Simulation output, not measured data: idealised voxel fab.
Herein follows the process module entitled voxel self aligned contacts.
cross-section cut | 230 nm wide | cells 5 nm
Format of a cross-section: grid, square cells. Given as bands. Order: top down. Band: one or more rows of cells. Band: top and bottom heights (nm) first, top before bottom; then materials from left to right, widths in nm. "everywhere" marks a sole material filling the band edge to edge. "air" denotes empty space. Measure heights from 0. That's the level where, below it, the as-received wafer is all one material. The lowest band is bottomless and extends downward; write it as in "0 -> down". The notation "30..40" denotes a width that varies across the rows of cells in the band, beginning at the first number in the top row, finishing at the second number in the bottom row, and changing by an identical amount from each row to the next. Where the words "remains unaltered" appear for a step, the cross-section shows no cell changed by that step; every cell remained as before. "Closed void entries": sealed empty spaces, 8 cells or more, no open way to top, listed width x height at distance, with distance from the left edge and width, height and distance in nm. On each step's line, the part that comes after the settings is the simulator's own comment on the step. overlay nm: how far to the right of its planned place the mask lay on this masked step (negative: to the left).
Plan
1. RECEIVE (material Si)
2. CONFORMAL_DEP (material SiO2; thk nm 5)
3. DIRECTIONAL_DEP (material polySi; thk nm 20)
4. DIRECTIONAL_DEP (material SiN; thk nm 15)
5. DIRECTIONAL_DEP (material aC; thk nm 15)
6. PATTERN (tone cover; mask id GATE; material resist; width nm 15; pitch nm 50; thk nm 30; overlay nm 0)
7. DIRECTIONAL_ETCH (etch materials aC; depth nm 15)
8. STRIP (etch materials resist)
9. DIRECTIONAL_ETCH (etch materials SiN; depth nm 15)
10. DIRECTIONAL_ETCH (etch materials polySi; depth nm 20)
11. STRIP (etch materials aC)
12. CONFORMAL_DEP (material SiN; thk nm 5)
13. DIRECTIONAL_ETCH (etch materials SiN; depth nm 5)
14. FILL_DEP (material SiO2; thk nm 15)
15. CMP (height nm 50)
16. PATTERN (tone open; mask id CONTACT; material resist; width nm 35; thk nm 15; overlay nm 0)
17. DIRECTIONAL_ETCH (etch materials SiO2; depth nm 50)
18. STRIP (etch materials resist)
19. CONFORMAL_DEP (material TiN; thk nm 5)
20. FILL_DEP (material Ru; thk nm 10)
21. CMP (height nm 50)
22. CONFORMAL_DEP (material SiN; thk nm 5)
Where the wafers of this document differ is in the width nm of step 6; they start out the same, and the plan states the value that applied to the first wafer.
First of several wafers (as received, post step 1), cross-sectional view
- 0 -> down: Si everywhere
- Closed void entries: none
Table: wafers, a row each; end-of-module cell change per material since receipt, gain (+), loss (-); then closed voids
width nm 15, +29 Ru, +92 SiN, +336 SiO2, +25 TiN, +24 polySi, Closed void entries: none
width nm 20, +21 Ru, +98 SiN, +330 SiO2, +25 TiN, +32 polySi, Closed void entries: none
width nm 25, +13 Ru, +104 SiN, +324 SiO2, +25 TiN, +40 polySi, Closed void entries: none
width nm 30, +5 Ru, +110 SiN, +318 SiO2, +25 TiN, +48 polySi, Closed void entries: none
width nm 35, +5 Ru, +116 SiN, +312 SiO2, +17 TiN, +56 polySi, Closed void entries: none
